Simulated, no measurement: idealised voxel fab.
Process module under the name voxel ribs on slabs
255 nm wide, 5 nm square cells: that's cross-section cut.
How to read a cross-section here: the picture is a grid of square cells, written as bands going from the top down, and any band can span one or more rows of cells.
Look at the band entry: it leads with the top's height and the bottom's height in nm. Then it lists the materials left to right, with a width in nm for each. The word "full width" on a single material says that material fills the band edge to edge. The word "empty" is empty space.
Counting heights begins at 0, where everything beneath is, in the wafer as received, one material. The lowest band has no bottom; it goes on downwards, as "0 and below" shows.
The expression "30..40" gives the width at the extremes of the band, the first number at its top row of cells and the second at its bottom row, with the width changing by equal amounts from each row to the next in between.
The cross-section has no changed cell in any step marked "no modification".
Each empty space that has no open way to the top and spans at least 8 cells appears under "Enclosed cavities" as width x height at distance, the distance counted from the left edge, all in nm.
It should be noted that, on the line of a given step, the content following the step's settings is a remark produced by the simulator itself with respect to that step.
The optional step-line setting "overlay nm" applies to steps with a mask and quantifies how far to the right of its planned location the mask lay, a negative value indicating leftward placement.
**List of planned process steps**
1. op RECEIVE | material Si
2. op DIRECTIONAL_DEP | material SiO2 | thk nm 30
3. op DIRECTIONAL_DEP | material polySi | thk nm 15
4. op MASKED_ETCH | tone cover | mask id RIB | width nm 20 | etch materials polySi | depth nm 10 | overlay nm 0
5. op DIRECTIONAL_DEP | material aC | thk nm 10
6. op PATTERN | tone cover | mask id SLAB | material resist | width nm 80 | thk nm 25 | overlay nm 0
7. op DIRECTIONAL_ETCH | etch materials aC | depth nm 10
8. op STRIP | etch materials resist
9. op DIRECTIONAL_ETCH | etch materials polySi | depth nm 5
10. op STRIP | etch materials aC
11. op FILL_DEP | material SiO2 | thk nm 20
12. op CMP | height nm 60
13. op DIRECTIONAL_DEP | material W | thk nm 10
14. op DIRECTIONAL_DEP | material aC | thk nm 15
15. op PATTERN | tone cover | mask id HEATER | material resist | width nm 30 | thk nm 30 | overlay nm 0
16. op DIRECTIONAL_ETCH | etch materials aC | depth nm 15
17. op STRIP | etch materials resist
18. op DIRECTIONAL_ETCH | etch materials W | depth nm 10
19. op STRIP | etch materials aC
20. op CONFORMAL_DEP | material SiO2 | thk nm 10
**Step 1 complete: cross-section of the wafer as received**
	0 and below = Si full width
	Enclosed cavities: none
**a wafer at the end: this start, this plan, one mistake**
	70 down to 60 = empty (110), then W (30), then empty (115)
	60 down to 45 = SiO2 full width
	45 down to 35 = SiO2 (115), then polySi (20), then SiO2 (120)
	35 down to 30 = SiO2 (85), then polySi (80), then SiO2 (90)
	30 down to 0 = SiO2 full width
	0 and below = Si full width
	Enclosed cavities: none
Processing error: step 20 of the plan was omitted and not executed
